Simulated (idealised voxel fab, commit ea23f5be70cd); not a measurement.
Process module, titled voxel self aligned vias
245 nm wide, 5 nm square cells: that's cross-section cut.
The cross-sections in this document take the form of a grid made of square cells. They are written out as bands, in order from top to bottom. Each band consists of one or more rows of cells. Quick guide to a band line: top height, bottom height (nm) up front; then every material left to right with its width in nm. Only one material and it's marked "throughout"? Then it fills the band edge to edge. And "empty" just means empty space. Note: height 0 marks the level under which the wafer is uniformly one material as received. Lowest band unbounded below, written "0 -> down". You'd read "30 to 40" like this: the band's top row of cells is as wide as the first number, its bottom row is as wide as the second, and going down, every row changes width by the same amount as the row before did. Key: "nothing changed" - step with no changed cell in the cross-section. If an empty space has no open way to the top and is at least 8 cells in size, "Closed void register" lists it, written width x height at distance, where distance is measured from the left edge and every value is in nm. Heads up: the bit after the settings on a step's line is the simulator's remark on that step. overlay nm: how far to the right of its planned place the mask lay on this masked step (negative: to the left).
## These are the steps we planned for the process
1,op RECEIVE | material Si
2,op CONFORMAL_DEP | material SiO2 | thk nm 10
3,op CONFORMAL_DEP | material SiCN | thk nm 5
4,op DIRECTIONAL_DEP | material SiO2 | thk nm 30
5,op PATTERN | tone open | mask id LINES | material resist | width nm 30 | pitch nm 70 | thk nm 15 | overlay nm 0
6,op DIRECTIONAL_ETCH | etch materials SiO2 | depth nm 30
7,op STRIP | etch materials resist
8,op CONFORMAL_DEP | material TiN | thk nm 5
9,op FILL_DEP | material Ru | thk nm 5
10,op CMP | height nm 45
11,op SELECTIVE_ETCH | etch materials W Ru TiN | depth nm 5
12,op FILL_DEP | material SiN | thk nm 5
13,op CMP | height nm 45
14,op DIRECTIONAL_DEP | material SiO2 | thk nm 20
15,op DIRECTIONAL_DEP | material aC | thk nm 15
16,op PATTERN | tone open | mask id VIAS | material resist | width nm 40 | pitch nm 140 | thk nm 35 | overlay nm 0
17,op DIRECTIONAL_ETCH | etch materials aC | depth nm 15
18,op STRIP | etch materials resist
19,op DIRECTIONAL_ETCH | etch materials SiO2 | depth nm 20
20,op DIRECTIONAL_ETCH | etch materials SiN | depth nm 5
21,op STRIP | etch materials aC
22,op CONFORMAL_DEP | material TiN | thk nm 5
23,op FILL_DEP | material W | thk nm 5
24,op CMP | height nm 65
25,op CONFORMAL_DEP | material SiN | thk nm 5
The plan's step 16 width nm is the first wafer's value; the wafers differ in this setting and start identical.
## The first of several wafers, as received after step 1, seen in section
    0 -> down: Si throughout
    Closed void register: none
## Cross-section after step 25, the final step of the module, for the first of several wafers
    70 -> 65: SiN throughout
    65 -> 50: SiO2 (30)  TiN (5)  W (30)  TiN (5)  SiO2 (100)  TiN (5)  W (30)  TiN (5)  SiO2 (35)
    50 -> 45: SiO2 (30)  TiN (10)  W (20)  TiN (10)  SiO2 (100)  TiN (10)  W (20)  TiN (10)  SiO2 (35)
    45 -> 40: SiO2 (35)  TiN (30)  SiO2 (40)  SiN (30)  SiO2 (40)  TiN (30)  SiO2 (40)
    40 -> 20: SiO2 (35)  TiN (5)  Ru (20)  TiN (5)  SiO2 (40)  TiN (5)  Ru (20)  TiN (5)  SiO2 (40)  TiN (5)  Ru (20)  TiN (5)  SiO2 (40)
    20 -> 15: SiO2 (35)  TiN (30)  SiO2 (40)  TiN (30)  SiO2 (40)  TiN (30)  SiO2 (40)
    15 -> 10: SiCN throughout
    10 -> 0: SiO2 throughout
    0 -> down: Si throughout
    Closed void register: none
## Cross-section at module completion, last wafer
    70 -> 65: SiN throughout
    65 -> 50: SiO2 (20)  TiN (5)  W (55)  TiN (5)  SiO2 (75)  TiN (5)  W (55)  TiN (5)  SiO2 (20)
    50 -> 45: SiO2 (20)  TiN (20)  W (20)  TiN (25)  SiO2 (75)  TiN (20)  W (20)  TiN (25)  SiO2 (20)
    45 -> 40: SiO2 (35)  TiN (30)  SiO2 (40)  SiN (30)  SiO2 (40)  TiN (30)  SiO2 (40)
    40 -> 20: SiO2 (35)  TiN (5)  Ru (20)  TiN (5)  SiO2 (40)  TiN (5)  Ru (20)  TiN (5)  SiO2 (40)  TiN (5)  Ru (20)  TiN (5)  SiO2 (40)
    20 -> 15: SiO2 (35)  TiN (30)  SiO2 (40)  TiN (30)  SiO2 (40)  TiN (30)  SiO2 (40)
    15 -> 10: SiCN throughout
    10 -> 0: SiO2 throughout
    0 -> down: Si throughout
    Closed void register: none
## The rows of the table below are wafers. Looking at the end of the module, a row counts, for every material, the cells the wafer has gained, shown as (+), or lost, shown as (-), since it was received; its closed voids come next
width nm 40 | +48 Ru | +49 SiCN | +55 SiN | +416 SiO2 | +74 TiN | +44 W | Closed void register: none
width nm 45 | +48 Ru | +49 SiCN | +55 SiN | +408 SiO2 | +76 TiN | +50 W | Closed void register: none
width nm 50 | +48 Ru | +49 SiCN | +55 SiN | +400 SiO2 | +78 TiN | +56 W | Closed void register: none
width nm 55 | +48 Ru | +49 SiCN | +55 SiN | +392 SiO2 | +80 TiN | +62 W | Closed void register: none
width nm 60 | +48 Ru | +49 SiCN | +55 SiN | +384 SiO2 | +82 TiN | +68 W | Closed void register: none
width nm 65 | +48 Ru | +49 SiCN | +55 SiN | +376 SiO2 | +84 TiN | +74 W | Closed void register: none
